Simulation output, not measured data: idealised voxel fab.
Process module heading - voxel ribs on slabs
Cross-section cut: width 275 nm, square cells of 5 nm.
In this document a cross-section is written as a grid of square cells. It is given as a series of bands, listed from the top down, and a band is one or more rows of cells. It is stipulated that each band's entry specify, in nanometres, the height of the top of the band and then that of its bottom, followed by the materials of the band in left-to-right sequence, each together with its width in nanometres. A single material marked by the word "all across" is understood to fill the band from edge to edge; the word "empty" is understood to denote empty space. Heights from 0 (as-received wafer is one material below). Bottom band endless downward, as "z 0 and below". Read "30..40" as a graded width: first number on top, second number at the bottom, same change between each pair of neighbouring rows. What does "nothing changed" mean for a step? It means no cell of the cross-section changed in that step. Voids not open to the top, 8 cells minimum: see "Unvented internal voids". Written width x height at distance; distance is from the left edge; nm. On each step's line, the part that comes after the settings is the simulator's own comment on the step. "overlay nm" denotes, for a step that has a mask, the displacement of the mask to the right of its planned place, with negative values corresponding to the left.

Planned process steps
1) RECEIVE,material Si
2) DIRECTIONAL_DEP,material SiO2,thk nm 25
3) DIRECTIONAL_DEP,material SiN,thk nm 25
4) PATTERN,tone cover,mask id RIB,material resist,width nm 25,thk nm 15,overlay nm 0
5) DIRECTIONAL_ETCH,etch materials SiN,depth nm 20
6) STRIP,etch materials resist
7) MASKED_ETCH,tone cover,mask id SLAB,width nm 85,etch materials SiN,depth nm 5,overlay nm 0
8) FILL_DEP,material SiO2,thk nm 25
9) CMP,height nm 70
10) DIRECTIONAL_DEP,material W,thk nm 5
11) MASKED_ETCH,tone cover,mask id HEATER,width nm 35,etch materials W,depth nm 5,overlay nm 0
12) CONFORMAL_DEP,material SiO2,thk nm 10

Cross-section of the wafer upon arrival, representing the state reached after step 1
* z 0 and below  Si all across
* Unvented internal voids: none

End state of the module in cross-section, given the above starting point and plan and one mistake in execution
* z 85 to 80  115 empty / 55 SiO2 / 105 empty
* z 80 to 75  SiO2 all across
* z 75 to 70  125 SiO2 / 35 W / 115 SiO2
* z 70 to 50  SiO2 all across
* z 50 to 30  125 SiO2 / 25 SiN / 125 SiO2
* z 30 to 25  95 SiO2 / 85 SiN / 95 SiO2
* z 25 to 0  SiO2 all across
* z 0 and below  Si all across
* Unvented internal voids: none
Against the plan, the run slipped here: step 11 ran with different settings than intended, the actual operation and settings being MASKED_ETCH,tone cover,mask id HEATER,width nm 35,etch materials W,depth nm 5,overlay nm 5
